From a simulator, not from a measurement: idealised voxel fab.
This section sets out a process module, namely voxel self aligned vias.
Cross-section cut: width 210 nm, square cells of 5 nm.
Cross-section layout: square cells on a grid; listed as bands, top to bottom; a band spans one or more cell rows.
For a band, the entry starts with two heights in nm, that of the top and then that of the bottom, and carries on with the band's materials in order from left to right, each alongside its width in nm; the word "all across" beside a single material means it fills the band edge to edge, and "empty" means empty space.
A quick word on heights: they are counted from 0, and under that level the wafer as it came to us is one material throughout. The lowest band is different from the rest in having no bottom; it simply continues downward, written as in "0..down".
The notation "30..40" denotes a width that varies across the rows of cells in the band, beginning at the first number in the top row, finishing at the second number in the bottom row, and changing by an identical amount from each row to the next.
"remained the same" means the step left every cell of the cross-section as it was.
Closed-off voids of 8+ cells (no open route to the top) go in "Enclosed cavity list", written width x height at distance from the left edge, in nm.
On a step's line, text after the settings is the simulator commenting on that step.
overlay nm: where the mask lay relative to plan, measured to the right, on steps with a mask; negatives go left.

Planned step list for the process
1) RECEIVE, material Si
2) CONFORMAL_DEP, material SiO2, thk nm 15
3) CONFORMAL_DEP, material SiCN, thk nm 5
4) DIRECTIONAL_DEP, material lowk, thk nm 20
5) DIRECTIONAL_DEP, material aC, thk nm 10
6) PATTERN, tone open, mask id LINES, material resist, width nm 25, pitch nm 65, thk nm 25, overlay nm -10
7) DIRECTIONAL_ETCH, etch materials aC, depth nm 10
8) STRIP, etch materials resist
9) DIRECTIONAL_ETCH, etch materials lowk, depth nm 20
10) STRIP, etch materials aC
11) CONFORMAL_DEP, material TiN, thk nm 5
12) FILL_DEP, material Ru, thk nm 10
13) CMP, height nm 40
14) SELECTIVE_ETCH, etch materials W Ru TiN, depth nm 10
15) FILL_DEP, material SiN, thk nm 10
16) CMP, height nm 40
17) DIRECTIONAL_DEP, material lowk, thk nm 15
18) PATTERN, tone open, mask id VIAS, material resist, width nm 45, pitch nm 65, thk nm 15, overlay nm 0
19) DIRECTIONAL_ETCH, etch materials lowk, depth nm 15
20) DIRECTIONAL_ETCH, etch materials SiN, depth nm 10
21) STRIP, etch materials resist
22) CONFORMAL_DEP, material TiN, thk nm 5
23) FILL_DEP, material W, thk nm 5
24) CMP, height nm 55
25) CONFORMAL_DEP, material SiN, thk nm 5
Quick note for whoever runs this: the wafers start identical, but the overlay nm at step 6 isn't the same across them. The plan just shows what the first wafer had.

First wafer as received, after step 1
  0..down  Si all across
  Enclosed cavity list: none

Note: the following table is arranged by wafer, a row apiece. Each row reports the end-of-module state: per material, cells gained (+) or cells lost (-) compared with the wafer as received; closed voids follow
overlay nm -10; +9 Ru; +42 SiCN; +42 SiN; +126 SiO2; +72 TiN; +60 W; +153 lowk; Enclosed cavity list: none
overlay nm -5; +9 Ru; +42 SiCN; +42 SiN; +126 SiO2; +72 TiN; +60 W; +153 lowk; Enclosed cavity list: none
overlay nm 0; +9 Ru; +42 SiCN; +42 SiN; +126 SiO2; +72 TiN; +60 W; +153 lowk; Enclosed cavity list: none
overlay nm 5; +9 Ru; +42 SiCN; +42 SiN; +126 SiO2; +72 TiN; +60 W; +153 lowk; Enclosed cavity list: none
overlay nm 10; +9 Ru; +42 SiCN; +42 SiN; +126 SiO2; +72 TiN; +60 W; +153 lowk; Enclosed cavity list: none
overlay nm 15; +9 Ru; +42 SiCN; +48 SiN; +126 SiO2; +72 TiN; +54 W; +153 lowk; Enclosed cavity list: none
